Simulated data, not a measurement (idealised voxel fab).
You're looking at the process module voxel capacitor over wiring.
Cross-sectional view cut (width: 295 nm; square cell size: 5 nm).
Cross-section = grid of square cells, listed top down in bands; band = one or more rows.
This entry defines a band. It first specifies the height of the band's top and the height of its bottom in nm, and then specifies the band's materials from left to right, stating each material with its width in nm. The word "everywhere" identifies a single material that fills the band from edge to edge, while the word "empty" identifies empty space.
Height reference: 0 = level under which incoming wafer is all one material. Lowest band: no bottom, runs on downward, e.g. "0..down".
The two numbers in a width such as "30 to 40" mark its ends across the band: the first belongs to the top row of cells, the second to the bottom row, and from each row to the next the width moves by the same amount.
Where the words "nothing different" appear for a step, the cross-section shows no cell changed by that step; every cell remained as before.
Reported under the label "Enclosed void catalog" are the empty spaces having no open way to the top and comprising 8 cells or more; the notation for each is width x height at distance, in which the distance is measured from the left edge and all three values are in nm.
If you see something after the settings on a step's line, that's the simulator's own remark about that step.
Steps that use a mask can have "overlay nm" on their line. It says how far the mask sat to the right of where it was meant to be. Negative means to the left.

## Process steps foreseen in the plan
step 1: RECEIVE: material Si
step 2: CONFORMAL_DEP: material SiO2, thk nm 10
step 3: DIRECTIONAL_DEP: material TiN, thk nm 5
step 4: DIRECTIONAL_DEP: material W, thk nm 25
step 5: MASKED_ETCH: tone cover, mask id METAL_1, width nm 20, pitch nm 80, etch materials W, depth nm 25, overlay nm 0
step 6: MASKED_ETCH: tone cover, mask id METAL_1, width nm 20, pitch nm 80, etch materials TiN, depth nm 5, overlay nm 0
step 7: FILL_DEP: material SiO2, thk nm 5
step 8: CMP: height nm 40
step 9: CONFORMAL_DEP: material SiCN, thk nm 5
step 10: DIRECTIONAL_DEP: material SiO2, thk nm 15
step 11: DIRECTIONAL_DEP: material aC, thk nm 10
step 12: PATTERN: tone open, mask id PLUG_1, material resist, width nm 15, thk nm 25, overlay nm 0
step 13: DIRECTIONAL_ETCH: etch materials aC, depth nm 10
step 14: STRIP: etch materials resist
step 15: DIRECTIONAL_ETCH: etch materials SiO2, depth nm 15
step 16: DIRECTIONAL_ETCH: etch materials SiCN, depth nm 5
step 17: STRIP: etch materials aC
step 18: EPI: material Ru, thk nm 10
step 19: EPI: material Ru, thk nm 10
step 20: DIRECTIONAL_DEP: material TiN, thk nm 5
step 21: DIRECTIONAL_DEP: material Al2O3, thk nm 5
step 22: DIRECTIONAL_DEP: material TiN, thk nm 10
step 23: MASKED_ETCH: tone cover, mask id UPPER_PLATE, width nm 65, etch materials TiN, depth nm 10, overlay nm 0
step 24: MASKED_ETCH: tone cover, mask id UPPER_PLATE, width nm 65, etch materials Al2O3, depth nm 5, overlay nm 0
step 25: PATTERN: tone cover, mask id LOWER_PLATE, material resist, width nm 75, thk nm 15, overlay nm 0
step 26: DIRECTIONAL_ETCH: etch materials TiN, depth nm 5
step 27: STRIP: etch materials resist
step 28: FILL_DEP: material SiO2, thk nm 20
step 29: CMP: height nm 95
step 30: DIRECTIONAL_DEP: material aC, thk nm 15
step 31: PATTERN: tone open, mask id PLUG_2, material resist, width nm 15, thk nm 30, overlay nm 0
step 32: DIRECTIONAL_ETCH: etch materials aC, depth nm 15
step 33: STRIP: etch materials resist
step 34: DIRECTIONAL_ETCH: etch materials SiO2, depth nm 15
step 35: STRIP: etch materials aC
step 36: CONFORMAL_DEP: material TiN, thk nm 5
step 37: FILL_DEP: material Ru, thk nm 5
step 38: CMP: height nm 95
step 39: CONFORMAL_DEP: material SiCN, thk nm 5

## Cross-section of the wafer at receipt, which is the condition after step 1
  0..down  Si everywhere
  Enclosed void catalog: none

## Final cross-section, module run with one mistake (start and plan as above)
  100..95  SiCN everywhere
  95..90  SiO2 110 nm  TiN 15 nm  SiO2 170 nm
  90..80  SiO2 100 nm  TiN 25 nm  SiO2 170 nm
  80..75  SiO2 100 nm  Al2O3 25 nm  TiN 40 nm  SiO2 130 nm
  75..70  SiO2 95 nm  TiN 70 nm  SiO2 130 nm
  70..65  SiO2 90 nm  Ru 35 nm  Al2O3 40 nm  SiO2 130 nm
  65..60  SiO2 90 nm  Ru 35 nm  TiN 45 nm  SiO2 125 nm
  60..45  SiO2 100 nm  Ru 15 nm  SiO2 180 nm
  45..40  SiCN 100 nm  Ru 15 nm  SiCN 180 nm
  40..15  SiO2 95 nm  W 20 nm  SiO2 60 nm  W 20 nm  SiO2 100 nm
  15..10  SiO2 95 nm  TiN 20 nm  SiO2 60 nm  TiN 20 nm  SiO2 100 nm
  10..0  SiO2 everywhere
  0..down  Si everywhere
  Enclosed void catalog: none
Diagnosis: step run twice: one of 18 and 19 (identical), unknown which
